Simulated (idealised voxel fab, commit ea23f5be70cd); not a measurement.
Process module name: voxel double patterning
Pictured: cross-section cut, 175 nm wide, on a grid of 5 nm square cells.
Cross-section spec: square-cell grid; bands listed top down; each band is one or more rows.
This entry defines a band. It first specifies the height of the band's top and the height of its bottom in nm, and then specifies the band's materials from left to right, stating each material with its width in nm. The word "throughout" identifies a single material that fills the band from edge to edge, while the word "empty" identifies empty space.
Heights are expressed relative to 0, this being the level below which the as-received wafer comprises one material exclusively. The lowest band is unbounded in the downward direction and is denoted as in "0..down".
You'd read "30 to 40" like this: the band's top row of cells is as wide as the first number, its bottom row is as wide as the second, and going down, every row changes width by the same amount as the row before did.
Basically "remained the same" means that step didn't change any cell in the cross-section.
Closed empty spaces (no open way to the top) of 8 cells or more are what "Enclosed voids" lists, each as width x height at distance from the left edge, nm for all three.
Note: text after step settings on the step line = simulator remark on that step.
overlay nm: mask offset rightward from planned place, masked step; negative means leftward offset.
plan:
1,RECEIVE,material Si
2,CONFORMAL_DEP,material SiN,thk nm 5
3,DIRECTIONAL_DEP,material SiO2,thk nm 20
4,DIRECTIONAL_DEP,material SiCN,thk nm 5
5,DIRECTIONAL_DEP,material aC,thk nm 15
6,PATTERN,tone open,mask id FIRST,material resist,width nm 15,pitch nm 50,thk nm 30,overlay nm 0
7,DIRECTIONAL_ETCH,etch materials aC,depth nm 15
8,STRIP,etch materials resist
9,DIRECTIONAL_ETCH,etch materials SiCN,depth nm 5
10,STRIP,etch materials aC
11,DIRECTIONAL_DEP,material aC,thk nm 10
12,PATTERN,tone open,mask id SECOND,material resist,width nm 15,thk nm 30,overlay nm 0
13,DIRECTIONAL_ETCH,etch materials aC,depth nm 5
14,STRIP,etch materials resist
15,DIRECTIONAL_ETCH,etch materials SiCN,depth nm 5
16,STRIP,etch materials aC
17,DIRECTIONAL_ETCH,etch materials SiO2,depth nm 20
18,STRIP,etch materials SiCN
It is noted that the wafers described herein are identical at the outset and are distinguished by the depth nm of step 13; the value stated in the plan corresponds to the first wafer.
first wafer as received, after step 1:
    0..down = Si throughout
    Enclosed voids: none
Here is the cross-section of the first of several wafers at the end of the module, after its last step, step 18:
    25..5 = SiO2=55; empty=15; SiO2=35; empty=15; SiO2=55
    5..0 = SiN throughout
    0..down = Si throughout
    Enclosed voids: none
The last wafer as seen in cross-section at the end of the module:
    25..5 = SiO2=55; empty=15; SiO2=10; empty=15; SiO2=10; empty=15; SiO2=55
    5..0 = SiN throughout
    0..down = Si throughout
    Enclosed voids: none
each wafer at the end: cells of each material gained (+) or lost (-) since it was received, then its closed voids:
depth nm 5; +35 SiN; +116 SiO2; Enclosed voids: none
depth nm 10; +35 SiN; +104 SiO2; Enclosed voids: none
depth nm 15; +35 SiN; +104 SiO2; Enclosed voids: none
depth nm 20; +35 SiN; +104 SiO2; Enclosed voids: none
depth nm 25; +35 SiN; +104 SiO2; Enclosed voids: none
